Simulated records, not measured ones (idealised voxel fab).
This section sets out a process module, namely voxel wiring stack.
We display cut, a cross-section 255 nm in width whose square cells are each 5 nm.
How to read a cross-section here: the picture is a grid of square cells, written as bands going from the top down, and any band can span one or more rows of cells.
Within each band entry, the heights of the top and of the bottom of the band appear first, in that order and in nm; the materials of the band then follow from left to right, each with its corresponding width in nm. The designation "everywhere" on a single material indicates that it fills the band from edge to edge; the designation "air" indicates empty space.
Convention: height 0 is the level below which the wafer, as received, is all one material. The lowest band does not terminate at the bottom but continues downward, represented as "0..down".
The notation "30..40" denotes a width that varies across the rows of cells in the band, beginning at the first number in the top row, finishing at the second number in the bottom row, and changing by an identical amount from each row to the next.
The cross-section has no changed cell in any step marked "everything unchanged".
Entry "Enclosed voids". Content: empty spaces with no open connection to the top, size 8 cells or greater. Each: width x height at distance. Distance: from left edge. Unit: nm.
Where a step's line continues beyond its settings, the continuation is a remark by the simulator itself on that step.
"overlay nm" answers the question of how far to the right of plan the mask lay on a step that has a mask, and when it is negative the answer is to the left.
# These are the steps we planned for the process
| 1 | RECEIVE, material Si |
| 2 | CONFORMAL_DEP, material SiO2, thk nm 10 |
| 3 | DIRECTIONAL_DEP, material TiN, thk nm 5 |
| 4 | DIRECTIONAL_DEP, material Ru, thk nm 25 |
| 5 | PATTERN, tone cover, mask id METAL_1, material resist, width nm 25, pitch nm 45, thk nm 20, overlay nm 0 |
| 6 | DIRECTIONAL_ETCH, etch materials Ru, depth nm 25 |
| 7 | DIRECTIONAL_ETCH, etch materials TiN, depth nm 5 |
| 8 | STRIP, etch materials resist |
| 9 | CONFORMAL_DEP, material SiN, thk nm 5 |
| 10 | FILL_DEP, material lowk, thk nm 5 |
| 11 | CMP, height nm 40 |
| 12 | CONFORMAL_DEP, material SiCN, thk nm 5 |
| 13 | DIRECTIONAL_DEP, material lowk, thk nm 25 |
| 14 | PATTERN, tone open, mask id METAL_2, material resist, width nm 25, pitch nm 45, thk nm 20, overlay nm 0 |
| 15 | DIRECTIONAL_ETCH, etch materials lowk, depth nm 15 |
| 16 | STRIP, etch materials resist |
| 17 | PATTERN, tone open, mask id METAL_2_HOLES, material resist, width nm 15, pitch nm 45, thk nm 20, overlay nm 0 |
| 18 | DIRECTIONAL_ETCH, etch materials lowk, depth nm 10 |
| 19 | DIRECTIONAL_ETCH, etch materials SiCN, depth nm 5 |
| 20 | STRIP, etch materials resist |
| 21 | CONFORMAL_DEP, material TiN, thk nm 5 |
| 22 | FILL_DEP, material Cu, thk nm 5 |
| 23 | CMP, height nm 70 |
| 24 | CONFORMAL_DEP, material SiN, thk nm 5 |
# Step 1 complete: cross-section of the wafer as received
0..down = Si everywhere
Enclosed voids: none
# first wafer at the end, as planned
75..70 = SiN everywhere
70..60 = lowk 45; TiN 5; Cu 15; TiN 5; lowk 20; TiN 5; Cu 15; TiN 5; lowk 20; TiN 5; Cu 15; TiN 5; lowk 20; TiN 5; Cu 15; TiN 5; lowk 50
60..55 = lowk 45; TiN 5; Cu 5; TiN 15; lowk 20; TiN 5; Cu 5; TiN 15; lowk 20; TiN 5; Cu 5; TiN 15; lowk 20; TiN 5; Cu 5; TiN 15; lowk 50
55..45 = lowk 45; TiN 5; Cu 5; TiN 5; lowk 30; TiN 5; Cu 5; TiN 5; lowk 30; TiN 5; Cu 5; TiN 5; lowk 30; TiN 5; Cu 5; TiN 5; lowk 60
45..40 = SiCN 45; TiN 15; SiCN 30; TiN 15; SiCN 30; TiN 15; SiCN 30; TiN 15; SiCN 60
40..15 = lowk 40; SiN 5; Ru 25; SiN 5; lowk 10; SiN 5; Ru 25; SiN 5; lowk 10; SiN 5; Ru 25; SiN 5; lowk 10; SiN 5; Ru 25; SiN 5; lowk 45
15..10 = SiN 45; TiN 25; SiN 20; TiN 25; SiN 20; TiN 25; SiN 20; TiN 25; SiN 50
10..0 = SiO2 everywhere
0..down = Si everywhere
Enclosed voids: none
# Second wafer of the two, sectioned at the end of the module. It began like the first and followed the same plan, but one mistake was made while running it
75..70 = SiN everywhere
70..60 = lowk 45; TiN 5; Cu 15; TiN 5; lowk 20; TiN 5; Cu 15; TiN 5; lowk 20; TiN 5; Cu 15; TiN 5; lowk 20; TiN 5; Cu 15; TiN 5; lowk 50
60..55 = lowk 45; TiN 5; Cu 5; TiN 15; lowk 20; TiN 5; Cu 5; TiN 15; lowk 20; TiN 5; Cu 5; TiN 15; lowk 20; TiN 5; Cu 5; TiN 15; lowk 50
55..45 = lowk 45; TiN 5; Cu 5; TiN 5; lowk 30; TiN 5; Cu 5; TiN 5; lowk 30; TiN 5; Cu 5; TiN 5; lowk 30; TiN 5; Cu 5; TiN 5; lowk 60
45..40 = SiCN 45; TiN 15; SiCN 30; TiN 15; SiCN 30; TiN 15; SiCN 30; TiN 15; SiCN 60
40..15 = SiO2 everywhere
15..10 = TiN everywhere
10..0 = SiO2 everywhere
0..down = Si everywhere
Enclosed voids: none
So what did we get wrong on this run? step 4 off recipe, ran as DIRECTIONAL_DEP, material SiO2, thk nm 25
End check, counted in cells, second wafer has more or fewer of these materials than the first: 100 fewer of Ru | 71 fewer of SiN | 255 more of SiO2 | 31 more of TiN | 115 fewer of lowk
